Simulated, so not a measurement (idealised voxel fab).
process module | voxel gate over fins
cross-section cut | 290 nm wide | cells 5 nm
A cross-section is a grid of square cells, given in bands from the top down. A band is one or more rows of cells.
Each band's line starts with the height of the band's top and of its bottom, in nm. Then come its materials from left to right, each with its width in nm. One material with "throughout" fills the band from edge to edge. "air" is empty space.
Height 0 is the level under which the wafer as received is all one material. The lowest band goes on downwards, as in "0 down".
A width such as "30 to 40" changes by the same amount from each row of cells to the next, from the band's top row to its bottom row.
"no change" after a step means that no cell of the cross-section changed.
closed voids: empty space of 8 cells or more with no open way to the top, each as width x height at its distance from the left edge, in nm
after a step's settings: what the simulator itself notes on the step
overlay nm, on a step with a mask: how far to the right of its planned place the mask lay; to the left if negative
plan
1 op RECEIVE | material Si
2 op CONFORMAL_DEP | material SiN | thk nm 10
3 op PATTERN | tone cover | mask id FINS | material resist | width nm 15 | pitch nm 35 | thk nm 20 | overlay nm 0
4 op DIRECTIONAL_ETCH | etch materials SiN | depth nm 10
5 op DIRECTIONAL_ETCH | etch materials Si | depth nm 35
6 op STRIP | etch materials resist
7 op OXIDIZE | depth nm 5
8 op FILL_DEP | material SiO2 | thk nm 10
9 op CMP | height nm 10
10 op SELECTIVE_ETCH | etch materials SiO2 | depth nm 25
11 op STRIP | etch materials SiN
12 op CONFORMAL_DEP | material HfO2 | thk nm 5
13 op CONFORMAL_DEP | material TiN | thk nm 5
14 op FILL_DEP | material W | thk nm 10
15 op CMP | height nm 15
16 op CONFORMAL_DEP | material SiCN | thk nm 10
as received, after step 1
  0 down: Si throughout
  closed voids: none
first wafer at the end, as planned
  25 to 15: SiCN throughout
  15 to 10: W throughout
  10 to 5: W 115 | TiN 25 | W 10 | TiN 25 | W 115
  5 to 0: W 115 | TiN 5 | HfO2 15 | TiN 5 | W 10 | TiN 5 | HfO2 15 | TiN 5 | W 115
  0 to -5: W 115 | TiN 5 | HfO2 5 | Si 5 | HfO2 5 | TiN 5 | W 10 | TiN 5 | HfO2 5 | Si 5 | HfO2 5 | TiN 5 | W 115
  -5 to -10: TiN 120 | HfO2 5 | Si 5 | HfO2 5 | TiN 20 | HfO2 5 | Si 5 | HfO2 5 | TiN 120
  -10 to -15: HfO2 125 | Si 5 | HfO2 30 | Si 5 | HfO2 125
  -15 to -40: SiO2 125 | Si 5 | SiO2 30 | Si 5 | SiO2 125
  -40 down: Si throughout
  closed voids: none
second wafer at the end: like start, like plan, one mistake
  25 to 15: SiCN throughout
  15 to 10: W throughout
  10 to 5: W 115 | TiN 25 | W 10 | TiN 25 | W 115
  5 to 0: W 115 | TiN 5 | HfO2 15 | TiN 5 | W 10 | TiN 5 | HfO2 15 | TiN 5 | W 115
  0 to -5: W 115 | TiN 5 | HfO2 5 | Si 5 | HfO2 5 | TiN 5 | W 10 | TiN 5 | HfO2 5 | Si 5 | HfO2 5 | TiN 5 | W 115
  -5 to -10: TiN 120 | HfO2 5 | Si 5 | HfO2 5 | TiN 20 | HfO2 5 | Si 5 | HfO2 5 | TiN 120
  -10 to -15: HfO2 125 | Si 5 | HfO2 30 | Si 5 | HfO2 125
  -15 to -75: SiO2 125 | Si 5 | SiO2 30 | Si 5 | SiO2 125
  -75 down: Si throughout
  closed voids: none
what went wrong: step 5 was run twice
at the end the second wafer has, in cells: 392 fewer of Si | 392 more of SiO2
